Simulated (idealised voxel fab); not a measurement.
process module | voxel wiring stack
cross-section cut | 265 nm wide | cells 5 nm
A cross-section is a grid of square cells, given in bands from the top down. A band is one or more rows of cells.
Each band's line starts with the height of the band's top and of its bottom, in nm. Then come its materials from left to right, each with its width in nm. One material with "throughout" fills the band from edge to edge. "air" is empty space.
Height 0 is the level under which the wafer as received is all one material. The lowest band goes on downwards, as in "0 down".
A width such as "30 to 40" changes by the same amount from each row of cells to the next, from the band's top row to its bottom row.
"no change" after a step means that no cell of the cross-section changed.
closed voids: empty space of 8 cells or more with no open way to the top, each as width x height at its distance from the left edge, in nm
after a step's settings: what the simulator itself notes on the step
overlay nm, on a step with a mask: how far to the right of its planned place the mask lay; to the left if negative
plan
1 op RECEIVE | material Si
2 op CONFORMAL_DEP | material SiO2 | thk nm 15
3 op DIRECTIONAL_DEP | material TiN | thk nm 5
4 op DIRECTIONAL_DEP | material Ru | thk nm 25
5 op MASKED_ETCH | tone cover | mask id METAL_1 | width nm 20 | pitch nm 35 | etch materials Ru | depth nm 25 | overlay nm 0
6 op MASKED_ETCH | tone cover | mask id METAL_1 | width nm 20 | pitch nm 35 | etch materials TiN | depth nm 5 | overlay nm 0
7 op CONFORMAL_DEP | material SiCN | thk nm 5
8 op FILL_DEP | material lowk | thk nm 5
9 op CMP | height nm 45
10 op CONFORMAL_DEP | material SiCN | thk nm 5
11 op DIRECTIONAL_DEP | material SiO2 | thk nm 30
12 op MASKED_ETCH | tone open | mask id METAL_2 | width nm 20 | pitch nm 35 | etch materials SiO2 | depth nm 15 | overlay nm 0
13 op DIRECTIONAL_DEP | material aC | thk nm 10
14 op PATTERN | tone open | mask id METAL_2_HOLES | material resist | width nm 15 | pitch nm 70 | thk nm 25 | overlay nm 0
15 op DIRECTIONAL_ETCH | etch materials aC | depth nm 10
16 op STRIP | etch materials resist
17 op DIRECTIONAL_ETCH | etch materials SiO2 | depth nm 15
18 op DIRECTIONAL_ETCH | etch materials SiCN | depth nm 5
19 op STRIP | etch materials aC
20 op CONFORMAL_DEP | material TiN | thk nm 5
21 op FILL_DEP | material Ru | thk nm 10
22 op CMP | height nm 80
23 op CONFORMAL_DEP | material SiCN | thk nm 5
24 op DIRECTIONAL_DEP | material lowk | thk nm 15
25 op MASKED_ETCH | tone open | mask id PLUG_2 | width nm 15 | pitch nm 35 | etch materials lowk | depth nm 15 | overlay nm 0
26 op MASKED_ETCH | tone open | mask id PLUG_2 | width nm 15 | pitch nm 35 | etch materials SiCN | depth nm 5 | overlay nm 0
27 op CONFORMAL_DEP | material TiN | thk nm 5
28 op FILL_DEP | material Cu | thk nm 10
29 op CMP | height nm 100
30 op DIRECTIONAL_DEP | material TiN | thk nm 5
31 op DIRECTIONAL_DEP | material W | thk nm 15
32 op DIRECTIONAL_DEP | material aC | thk nm 15
33 op PATTERN | tone cover | mask id METAL_3 | material resist | width nm 20 | pitch nm 35 | thk nm 35 | overlay nm 0
34 op DIRECTIONAL_ETCH | etch materials aC | depth nm 15
35 op STRIP | etch materials resist
36 op DIRECTIONAL_ETCH | etch materials W | depth nm 15
37 op DIRECTIONAL_ETCH | etch materials TiN | depth nm 5
38 op STRIP | etch materials aC
39 op CONFORMAL_DEP | material SiCN | thk nm 5
40 op FILL_DEP | material SiO2 | thk nm 10
41 op CMP | height nm 120
42 op CONFORMAL_DEP | material SiN | thk nm 5
as received, after step 1
  0 down: Si throughout
  closed voids: none
first wafer at the end, as planned
  125 to 120: SiN throughout
  120 to 105: SiO2 80 | SiCN 5 | W 20 | SiCN 5 | SiO2 5 | SiCN 5 | W 20 | SiCN 5 | SiO2 5 | SiCN 5 | W 20 | SiCN 5 | SiO2 85
  105 to 100: SiCN 85 | TiN 20 | SiCN 15 | TiN 20 | SiCN 15 | TiN 20 | SiCN 90
  100 to 85: lowk 85 | TiN 5 | Cu 5 | TiN 5 | lowk 20 | TiN 5 | Cu 5 | TiN 5 | lowk 20 | TiN 5 | Cu 5 | TiN 5 | lowk 95
  85 to 80: SiCN 85 | TiN 15 | SiCN 20 | TiN 15 | SiCN 20 | TiN 15 | SiCN 95
  80 to 70: SiO2 85 | TiN 5 | Ru 10 | TiN 5 | SiO2 15 | TiN 5 | Ru 10 | TiN 5 | SiO2 15 | TiN 5 | Ru 10 | TiN 5 | SiO2 90
  70 to 65: SiO2 85 | TiN 5 | Ru 5 | TiN 10 | SiO2 15 | TiN 20 | SiO2 15 | TiN 5 | Ru 5 | TiN 10 | SiO2 90
  65 to 50: SiO2 85 | TiN 5 | Ru 5 | TiN 5 | SiO2 55 | TiN 5 | Ru 5 | TiN 5 | SiO2 95
  50 to 45: SiCN 85 | TiN 15 | SiCN 55 | TiN 15 | SiCN 95
  45 to 20: lowk 80 | SiCN 5 | Ru 20 | SiCN 5 | lowk 5 | SiCN 5 | Ru 20 | SiCN 5 | lowk 5 | SiCN 5 | Ru 20 | SiCN 5 | lowk 85
  20 to 15: SiCN 85 | TiN 20 | SiCN 15 | TiN 20 | SiCN 15 | TiN 20 | SiCN 90
  15 to 0: SiO2 throughout
  0 down: Si throughout
  closed voids: none
second wafer at the end: like start, like plan, one mistake
  125 to 120: SiN throughout
  120 to 105: SiO2 80 | SiCN 5 | W 20 | SiCN 5 | SiO2 5 | SiCN 5 | W 20 | SiCN 5 | SiO2 5 | SiCN 5 | W 20 | SiCN 5 | SiO2 85
  105 to 95: SiCN 85 | TiN 20 to 15 | SiCN 15 to 20 | TiN 20 to 15 | SiCN 15 to 20 | TiN 20 to 15 | SiCN 90 to 95
  95 to 80: lowk throughout
  80 to 70: SiO2 85 | TiN 5 | Ru 10 | TiN 5 | SiO2 15 | TiN 5 | Ru 10 | TiN 5 | SiO2 15 | TiN 5 | Ru 10 | TiN 5 | SiO2 90
  70 to 65: SiO2 85 | TiN 5 | Ru 5 | TiN 10 | SiO2 15 | TiN 20 | SiO2 15 | TiN 5 | Ru 5 | TiN 10 | SiO2 90
  65 to 50: SiO2 85 | TiN 5 | Ru 5 | TiN 5 | SiO2 55 | TiN 5 | Ru 5 | TiN 5 | SiO2 95
  50 to 45: SiCN 85 | TiN 15 | SiCN 55 | TiN 15 | SiCN 95
  45 to 20: lowk 80 | SiCN 5 | Ru 20 | SiCN 5 | lowk 5 | SiCN 5 | Ru 20 | SiCN 5 | lowk 5 | SiCN 5 | Ru 20 | SiCN 5 | lowk 85
  20 to 15: SiCN 85 | TiN 20 | SiCN 15 | TiN 20 | SiCN 15 | TiN 20 | SiCN 90
  15 to 0: SiO2 throughout
  0 down: Si throughout
  closed voids: none
what went wrong: steps 23 and 24 were swapped
at the end the second wafer has, in cells: 9 fewer of Cu | 18 fewer of TiN | 27 more of lowk
